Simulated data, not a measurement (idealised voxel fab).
Documented hereafter: the process module known as voxel wiring stack.
The width of the displayed cross-section, cut, is 180 nm; its cells are square, with a size of 5 nm.
Cross-section format: a grid of square cells, given as bands from top to bottom; each band is one or more rows of cells.
Basically the band line says how high the top is and how high the bottom is, in nm, and then what's in it from left to right, every material with its width in nm. Empty space shows up as "empty", and if a single material carries "edge to edge" it runs the full band edge to edge.
All heights in this document are referenced to 0, defined as the level beneath which the wafer, as received, consists entirely of one material. The lowest band is not bounded below; it extends indefinitely downward and is written in the form "0 -> down".
Width "30->40": first value at the band's top row of cells, second value at its bottom row, equal change from row to row.
Basically "all unchanged" means that step didn't change any cell in the cross-section.
What "Voids, sealed" gives you is every empty space of 8 cells or more that is cut off from the top. Each appears as width x height at distance, with the distance taken from the left edge and width, height and distance all in nm.
after a step's settings: what the simulator itself notes on the step
Regarding "overlay nm": on a step with a mask, it is the distance the mask lay to the right of its planned place; a negative value places it to the left.

Process steps - plan
- 1: RECEIVE (material Si)
- 2: CONFORMAL_DEP (material SiO2; thk nm 15)
- 3: DIRECTIONAL_DEP (material TiN; thk nm 5)
- 4: DIRECTIONAL_DEP (material W; thk nm 20)
- 5: DIRECTIONAL_DEP (material aC; thk nm 15)
- 6: PATTERN (tone cover; mask id METAL_1; material resist; width nm 30; pitch nm 50; thk nm 30; overlay nm 0)
- 7: DIRECTIONAL_ETCH (etch materials aC; depth nm 15)
- 8: STRIP (etch materials resist)
- 9: DIRECTIONAL_ETCH (etch materials W; depth nm 20)
- 10: DIRECTIONAL_ETCH (etch materials TiN; depth nm 5)
- 11: STRIP (etch materials aC)
- 12: CONFORMAL_DEP (material SiCN; thk nm 5)
- 13: FILL_DEP (material lowk; thk nm 10)
- 14: CMP (height nm 40)
- 15: CONFORMAL_DEP (material SiCN; thk nm 5)
- 16: DIRECTIONAL_DEP (material lowk; thk nm 30)
- 17: DIRECTIONAL_DEP (material aC; thk nm 15)
- 18: PATTERN (tone open; mask id METAL_2_HOLES; material resist; width nm 15; pitch nm 50; thk nm 35; overlay nm 0)
- 19: DIRECTIONAL_ETCH (etch materials aC; depth nm 15)
- 20: STRIP (etch materials resist)
- 21: DIRECTIONAL_ETCH (etch materials lowk; depth nm 30)
- 22: STRIP (etch materials aC)
- 23: MASKED_ETCH (tone open; mask id METAL_2; width nm 30; pitch nm 50; etch materials lowk; depth nm 15; overlay nm 0)
- 24: MASKED_ETCH (tone open; mask id METAL_2; width nm 30; pitch nm 50; etch materials SiCN; depth nm 5; overlay nm 0)
- 25: CONFORMAL_DEP (material TiN; thk nm 5)
- 26: FILL_DEP (material Cu; thk nm 5)
- 27: CMP (height nm 75)
- 28: CONFORMAL_DEP (material SiCN; thk nm 5)
- 29: DIRECTIONAL_DEP (material SiO2; thk nm 20)
- 30: DIRECTIONAL_DEP (material aC; thk nm 15)
- 31: PATTERN (tone open; mask id PLUG_2; material resist; width nm 15; pitch nm 100; thk nm 30; overlay nm 0)
- 32: DIRECTIONAL_ETCH (etch materials aC; depth nm 15)
- 33: STRIP (etch materials resist)
- 34: DIRECTIONAL_ETCH (etch materials SiO2; depth nm 20)
- 35: DIRECTIONAL_ETCH (etch materials SiCN; depth nm 5)
- 36: STRIP (etch materials aC)
- 37: CONFORMAL_DEP (material TiN; thk nm 5)
- 38: FILL_DEP (material W; thk nm 10)
- 39: CMP (height nm 100)
- 40: CONFORMAL_DEP (material SiN; thk nm 5)
- 41: DIRECTIONAL_DEP (material SiO2; thk nm 25)
- 42: DIRECTIONAL_DEP (material aC; thk nm 10)
- 43: PATTERN (tone open; mask id METAL_3; material resist; width nm 30; pitch nm 50; thk nm 25; overlay nm 0)
- 44: DIRECTIONAL_ETCH (etch materials aC; depth nm 10)
- 45: STRIP (etch materials resist)
- 46: DIRECTIONAL_ETCH (etch materials SiO2; depth nm 25)
- 47: DIRECTIONAL_ETCH (etch materials SiN; depth nm 5)
- 48: STRIP (etch materials aC)
- 49: CONFORMAL_DEP (material TiN; thk nm 5)
- 50: FILL_DEP (material Cu; thk nm 5)
- 51: CMP (height nm 130)
- 52: EPI (material Ru; thk nm 5)
- 53: FILL_DEP (material SiCN; thk nm 5)
- 54: DIRECTIONAL_DEP (material SiO2; thk nm 15)
- 55: MASKED_ETCH (tone open; mask id PLUG_3; width nm 15; pitch nm 50; etch materials SiO2; depth nm 15; overlay nm 0)
- 56: MASKED_ETCH (tone open; mask id PLUG_3; width nm 15; pitch nm 50; etch materials SiCN; depth nm 5; overlay nm 0)
- 57: CONFORMAL_DEP (material TiN; thk nm 5)
- 58: FILL_DEP (material Cu; thk nm 10)
- 59: CMP (height nm 155)
- 60: CONFORMAL_DEP (material SiN; thk nm 5)
- 61: DIRECTIONAL_DEP (material lowk; thk nm 20)
- 62: PATTERN (tone open; mask id METAL_4; material resist; width nm 30; pitch nm 50; thk nm 15; overlay nm 0)
- 63: DIRECTIONAL_ETCH (etch materials lowk; depth nm 20)
- 64: DIRECTIONAL_ETCH (etch materials SiN; depth nm 5)
- 65: STRIP (etch materials resist)
- 66: CONFORMAL_DEP (material TiN; thk nm 5)
- 67: FILL_DEP (material W; thk nm 10)
- 68: CMP (height nm 180)
- 69: CONFORMAL_DEP (material SiCN; thk nm 5)

Cross-section of the incoming wafer, state after step 1
  0 -> down: Si edge to edge
  Voids, sealed: none

This is how the wafer looks in cross-section once the module is done, given the starting state and plan above and one mistake in carrying the plan out
  185 -> 180: SiCN edge to edge
  180 -> 160: lowk: 25 / TiN: 5 / W: 20 / TiN: 5 / lowk: 20 / TiN: 5 / W: 20 / TiN: 5 / lowk: 20 / TiN: 5 / W: 20 / TiN: 5 / lowk: 25
  160 -> 155: SiN: 25 / TiN: 30 / SiN: 20 / TiN: 30 / SiN: 20 / TiN: 30 / SiN: 25
  155 -> 140: SiO2: 25 / TiN: 5 / Cu: 5 / TiN: 5 / SiO2: 35 / TiN: 5 / Cu: 5 / TiN: 5 / SiO2: 35 / TiN: 5 / Cu: 5 / TiN: 5 / SiO2: 40
  140 -> 135: SiCN: 25 / TiN: 15 / SiCN: 35 / TiN: 15 / SiCN: 35 / TiN: 15 / SiCN: 40
  135 -> 130: SiCN: 20 / Ru: 40 / SiCN: 10 / Ru: 40 / SiCN: 10 / Ru: 40 / SiCN: 20
  130 -> 105: SiO2: 25 / TiN: 5 / Cu: 20 / TiN: 5 / SiO2: 20 / TiN: 5 / Cu: 20 / TiN: 5 / SiO2: 20 / TiN: 5 / Cu: 20 / TiN: 5 / SiO2: 25
  105 -> 100: SiN: 25 / TiN: 30 / SiN: 20 / TiN: 30 / SiN: 20 / TiN: 30 / SiN: 25
  100 -> 80: SiO2: 25 / TiN: 5 / W: 10 / TiN: 5 / SiO2: 80 / TiN: 5 / W: 10 / TiN: 5 / SiO2: 35
  80 -> 75: SiCN: 25 / TiN: 20 / SiCN: 80 / TiN: 20 / SiCN: 35
  75 -> 65: lowk: 25 / TiN: 5 / Cu: 20 / TiN: 5 / lowk: 20 / TiN: 5 / Cu: 20 / TiN: 5 / lowk: 20 / TiN: 5 / Cu: 20 / TiN: 5 / lowk: 25
  65 -> 60: lowk: 25 / TiN: 5 / Cu: 5 / TiN: 20 / lowk: 20 / TiN: 5 / Cu: 5 / TiN: 20 / lowk: 20 / TiN: 5 / Cu: 5 / TiN: 20 / lowk: 25
  60 -> 45: lowk: 25 / TiN: 5 / Cu: 5 / TiN: 5 / lowk: 35 / TiN: 5 / Cu: 5 / TiN: 5 / lowk: 35 / TiN: 5 / Cu: 5 / TiN: 5 / lowk: 40
  45 -> 40: SiCN: 25 / TiN: 15 / SiCN: 35 / TiN: 15 / SiCN: 35 / TiN: 15 / SiCN: 40
  40 -> 20: lowk: 20 / SiCN: 5 / W: 30 / SiCN: 5 / lowk: 10 / SiCN: 5 / W: 30 / SiCN: 5 / lowk: 10 / SiCN: 5 / W: 30 / SiCN: 5 / lowk: 20
  20 -> 15: SiCN: 25 / TiN: 30 / SiCN: 20 / TiN: 30 / SiCN: 20 / TiN: 30 / SiCN: 25
  15 -> 0: SiO2 edge to edge
  0 -> down: Si edge to edge
  Voids, sealed: none
Processing error: the process deviated at step 31: the operation and settings actually run there were PATTERN (tone open; mask id PLUG_2; material resist; width nm 20; pitch nm 100; thk nm 30; overlay nm 0)
